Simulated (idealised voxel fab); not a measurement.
Herein follows the process module entitled voxel self aligned vias.
Square cells of 5 nm make up the cross-section cut, whose width is 230 nm.
A cross-section is a grid of square cells, given in bands from the top down. A band is one or more rows of cells.
Heights first: top, then bottom, in nm. Then materials, left to right, each with a width in nm. "everywhere" on a single material: fills the band edge to edge. "blank": empty space.
A quick word on heights: they are counted from 0, and under that level the wafer as it came to us is one material throughout. The lowest band is different from the rest in having no bottom; it simply continues downward, written as in "0 and below".
A two-number width, for instance "30 to 40", indicates that the width is equal to the first number in the top row of the band and to the second number in the bottom row, and that it changes by a constant amount per row of cells.
"no modification", as given for a step, is the statement that not any cell of the cross-section underwent a change during that step.
What "Non-vented voids" gives you is every empty space of 8 cells or more that is cut off from the top. Each appears as width x height at distance, with the distance taken from the left edge and width, height and distance all in nm.
Read whatever lies past the settings on a step's line as the simulator's own remark about the step.
overlay nm, on a step with a mask: how far to the right of its planned place the mask lay; to the left if negative

-- So here's the lineup of process steps we planned
1,RECEIVE (material Si)
2,CONFORMAL_DEP (material SiO2; thk nm 10)
3,CONFORMAL_DEP (material SiCN; thk nm 5)
4,DIRECTIONAL_DEP (material SiO2; thk nm 30)
5,DIRECTIONAL_DEP (material aC; thk nm 10)
6,PATTERN (tone open; mask id LINES; material resist; width nm 30; pitch nm 55; thk nm 30; overlay nm 0)
7,DIRECTIONAL_ETCH (etch materials aC; depth nm 10)
8,STRIP (etch materials resist)
9,DIRECTIONAL_ETCH (etch materials SiO2; depth nm 30)
10,STRIP (etch materials aC)
11,CONFORMAL_DEP (material TiN; thk nm 5)
12,FILL_DEP (material Ru; thk nm 5)
13,CMP (height nm 45)
14,SELECTIVE_ETCH (etch materials W Ru TiN; depth nm 10)
15,FILL_DEP (material SiN; thk nm 10)
16,CMP (height nm 45)
17,DIRECTIONAL_DEP (material SiO2; thk nm 15)
18,DIRECTIONAL_DEP (material aC; thk nm 10)
19,PATTERN (tone open; mask id VIAS; material resist; width nm 40; thk nm 30; overlay nm 0)
20,DIRECTIONAL_ETCH (etch materials aC; depth nm 10)
21,STRIP (etch materials resist)
22,DIRECTIONAL_ETCH (etch materials SiO2; depth nm 15)
23,DIRECTIONAL_ETCH (etch materials SiN; depth nm 10)
24,STRIP (etch materials aC)
25,CONFORMAL_DEP (material TiN; thk nm 5)
26,FILL_DEP (material Cu; thk nm 5)
27,CMP (height nm 60)
28,CONFORMAL_DEP (material SiN; thk nm 5)

-- So this is the incoming wafer in cross-section - it's already been through step 1
* 0 and below = Si everywhere
* Non-vented voids: none

-- a wafer at the end: this start, this plan, one mistake
* 65 down to 60 = SiN everywhere
* 60 down to 50 = SiO2 65 | TiN 5 | Cu 30 | TiN 5 | SiO2 125
* 50 down to 45 = SiO2 65 | TiN 15 | Cu 10 | TiN 15 | SiO2 125
* 45 down to 40 = SiO2 75 | TiN 5 | Cu 10 | TiN 5 | SiO2 35 | SiN 20 | SiO2 80
* 40 down to 35 = SiO2 75 | TiN 20 | SiO2 35 | SiN 20 | SiO2 80
* 35 down to 20 = SiO2 75 | Ru 20 | SiO2 35 | Ru 20 | SiO2 80
* 20 down to 15 = SiO2 everywhere
* 15 down to 10 = SiCN everywhere
* 10 down to 0 = SiO2 everywhere
* 0 and below = Si everywhere
* Non-vented voids: none
What was done differently from what was planned? step 11 deviated from plan and actually ran as CONFORMAL_DEP (material SiO2; thk nm 5)
